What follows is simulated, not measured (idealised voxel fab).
Documented hereafter: the process module known as voxel self aligned vias.
Xsec cut, 280 nm wide, square cell size 5 nm.
Notation: cross-section as square-cell grid; stated in bands, top first, going down; one or more cell rows per band. The entry gives the band's vertical extent as a top height and a bottom height in nm, then its horizontal make-up as materials from left to right, each with a width in nm. "air" stands for empty space; a single material marked "everywhere" fills the band edge to edge. All heights in this document are referenced to 0, defined as the level beneath which the wafer, as received, consists entirely of one material. The lowest band is not bounded below; it extends indefinitely downward and is written in the form "z 0 and below". The two numbers in a width such as "30..40" mark its ends across the band: the first belongs to the top row of cells, the second to the bottom row, and from each row to the next the width moves by the same amount. No cell of the cross-section changed in a step that is given as "no alteration". Heads up: "Closed internal voids" only lists the empty pockets with no open path to the top that are 8 cells or more, and it writes them as width x height at distance, distance from the left edge, in nm. Past the settings on a step's line: simulator remark, on that step. The optional step-line setting "overlay nm" applies to steps with a mask and quantifies how far to the right of its planned location the mask lay, a negative value indicating leftward placement.

These are the steps we planned for the process
1. RECEIVE with material Si
2. CONFORMAL_DEP with material SiO2, thk nm 15
3. CONFORMAL_DEP with material SiCN, thk nm 5
4. DIRECTIONAL_DEP with material SiO2, thk nm 30
5. MASKED_ETCH with tone open, mask id LINES, width nm 30, pitch nm 65, etch materials SiO2, depth nm 30, overlay nm 0
6. CONFORMAL_DEP with material TiN, thk nm 5
7. FILL_DEP with material Ru, thk nm 5
8. CMP with height nm 50
9. SELECTIVE_ETCH with etch materials W Ru TiN, depth nm 5
10. FILL_DEP with material SiN, thk nm 5
11. CMP with height nm 50
12. DIRECTIONAL_DEP with material SiO2, thk nm 15
13. MASKED_ETCH with tone open, mask id VIAS, width nm 40, pitch nm 130, etch materials SiO2, depth nm 15, overlay nm 0
14. MASKED_ETCH with tone open, mask id VIAS, width nm 40, pitch nm 130, etch materials SiN, depth nm 5, overlay nm 0
15. CONFORMAL_DEP with material TiN, thk nm 5
16. FILL_DEP with material Ru, thk nm 5
17. CMP with height nm 65
18. CONFORMAL_DEP with material SiN, thk nm 5

Cross-section of the wafer as it came to us, i.e., already through step 1
> z 0 and below: Si everywhere
> Closed internal voids: none

Post-module cross-section of the first of two wafers (run per plan)
> z 70 to 65: SiN everywhere
> z 65 to 55: 55 of SiO2  5 of TiN  30 of Ru  5 of TiN  90 of SiO2  5 of TiN  30 of Ru  5 of TiN  55 of SiO2
> z 55 to 50: 55 of SiO2  10 of TiN  20 of Ru  10 of TiN  90 of SiO2  10 of TiN  20 of Ru  10 of TiN  55 of SiO2
> z 50 to 45: 60 of SiO2  30 of TiN  35 of SiO2  30 of SiN  35 of SiO2  30 of TiN  60 of SiO2
> z 45 to 25: 60 of SiO2  5 of TiN  20 of Ru  5 of TiN  35 of SiO2  5 of TiN  20 of Ru  5 of TiN  35 of SiO2  5 of TiN  20 of Ru  5 of TiN  60 of SiO2
> z 25 to 20: 60 of SiO2  30 of TiN  35 of SiO2  30 of TiN  35 of SiO2  30 of TiN  60 of SiO2
> z 20 to 15: SiCN everywhere
> z 15 to 0: SiO2 everywhere
> z 0 and below: Si everywhere
> Closed internal voids: none

This is the second of the two wafers, cross-sectioned at the end of the module; it started exactly like the first and was given the same plan, but it was run with one mistake
> z 70 to 65: SiN everywhere
> z 65 to 50: 55 of SiO2  5 of TiN  30 of Ru  5 of TiN  90 of SiO2  5 of TiN  30 of Ru  5 of TiN  55 of SiO2
> z 50 to 45: 55 of SiN  40 of TiN  90 of SiN  40 of TiN  55 of SiN
> z 45 to 20: 60 of SiO2  5 of TiN  20 of Ru  5 of TiN  35 of SiO2  5 of TiN  20 of Ru  5 of TiN  35 of SiO2  5 of TiN  20 of Ru  5 of TiN  60 of SiO2
> z 20 to 15: 60 of SiO2  30 of TiN  35 of SiO2  30 of TiN  35 of SiO2  30 of TiN  60 of SiO2
> z 15 to 0: SiO2 everywhere
> z 0 and below: Si everywhere
> Closed internal voids: none
Processing error: step 3 from the plan never happened, it was just skipped
Final cells, second wafer relative to first, materials higher or lower: Ru +16 | SiCN -56 | SiN +34 | TiN +6
